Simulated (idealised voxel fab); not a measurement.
process module | voxel capacitor over wiring
cross-section cut | 205 nm wide | cells 5 nm
A cross-section is a grid of square cells, given in bands from the top down. A band is one or more rows of cells.
Each band's line starts with the height of the band's top and of its bottom, in nm. Then come its materials from left to right, each with its width in nm. One material with "throughout" fills the band from edge to edge. "air" is empty space.
Height 0 is the level under which the wafer as received is all one material. The lowest band goes on downwards, as in "0 down".
A width such as "30 to 40" changes by the same amount from each row of cells to the next, from the band's top row to its bottom row.
"no change" after a step means that no cell of the cross-section changed.
closed voids: empty space of 8 cells or more with no open way to the top, each as width x height at its distance from the left edge, in nm
after a step's settings: what the simulator itself notes on the step
overlay nm, on a step with a mask: how far to the right of its planned place the mask lay; to the left if negative
plan
1 op RECEIVE | material Si
2 op CONFORMAL_DEP | material SiO2 | thk nm 10
3 op CONFORMAL_DEP | material SiCN | thk nm 5
4 op DIRECTIONAL_DEP | material SiO2 | thk nm 25
5 op PATTERN | tone open | mask id METAL_1 | material resist | width nm 20 | pitch nm 85 | thk nm 15 | overlay nm 0
6 op DIRECTIONAL_ETCH | etch materials SiO2 | depth nm 25
7 op DIRECTIONAL_ETCH | etch materials SiCN | depth nm 5
8 op STRIP | etch materials resist
9 op CONFORMAL_DEP | material TiN | thk nm 5
10 op FILL_DEP | material Cu | thk nm 10
11 op CMP | height nm 40
12 op CONFORMAL_DEP | material SiCN | thk nm 5
13 op DIRECTIONAL_DEP | material SiO2 | thk nm 20
14 op DIRECTIONAL_DEP | material aC | thk nm 15
15 op PATTERN | tone open | mask id PLUG_1 | material resist | width nm 15 | thk nm 30 | overlay nm 0
16 op DIRECTIONAL_ETCH | etch materials aC | depth nm 15
17 op STRIP | etch materials resist
18 op DIRECTIONAL_ETCH | etch materials SiO2 | depth nm 20
19 op DIRECTIONAL_ETCH | etch materials SiCN | depth nm 5
20 op STRIP | etch materials aC
21 op EPI | material Ru | thk nm 10
22 op EPI | material Ru | thk nm 10
23 op EPI | material Ru | thk nm 5
24 op DIRECTIONAL_DEP | material TiN | thk nm 5
25 op DIRECTIONAL_DEP | material Al2O3 | thk nm 5
26 op DIRECTIONAL_DEP | material TiN | thk nm 5
27 op MASKED_ETCH | tone cover | mask id UPPER_PLATE | width nm 70 | etch materials TiN | depth nm 5 | overlay nm 0
28 op MASKED_ETCH | tone cover | mask id UPPER_PLATE | width nm 70 | etch materials Al2O3 | depth nm 5 | overlay nm 0
29 op MASKED_ETCH | tone cover | mask id LOWER_PLATE | width nm 80 | etch materials TiN | depth nm 5 | overlay nm 0
30 op FILL_DEP | material SiO2 | thk nm 15
31 op CMP | height nm 90
32 op DIRECTIONAL_DEP | material aC | thk nm 15
33 op PATTERN | tone open | mask id PLUG_2 | material resist | width nm 15 | thk nm 35 | overlay nm 0
34 op DIRECTIONAL_ETCH | etch materials aC | depth nm 15
35 op STRIP | etch materials resist
36 op DIRECTIONAL_ETCH | etch materials SiO2 | depth nm 10
37 op STRIP | etch materials aC
38 op CONFORMAL_DEP | material TiN | thk nm 5
39 op FILL_DEP | material Cu | thk nm 5
40 op CMP | height nm 90
41 op CONFORMAL_DEP | material SiCN | thk nm 5
varied across the wafers: width nm of step 33. The plan shows the first wafer's value. All wafers start alike
first wafer as received, after step 1
  0 down: Si throughout
  closed voids: none
each wafer at the end: cells of each material gained (+) or lost (-) since it was received, then its closed voids
width nm 15 | +14 Al2O3 | +21 Cu | +15 Ru | +112 SiCN | +554 SiO2 | +63 TiN | closed voids: none
width nm 20 | +14 Al2O3 | +22 Cu | +15 Ru | +112 SiCN | +552 SiO2 | +64 TiN | closed voids: none
width nm 25 | +14 Al2O3 | +23 Cu | +15 Ru | +112 SiCN | +550 SiO2 | +65 TiN | closed voids: none
width nm 30 | +14 Al2O3 | +24 Cu | +15 Ru | +112 SiCN | +548 SiO2 | +66 TiN | closed voids: none
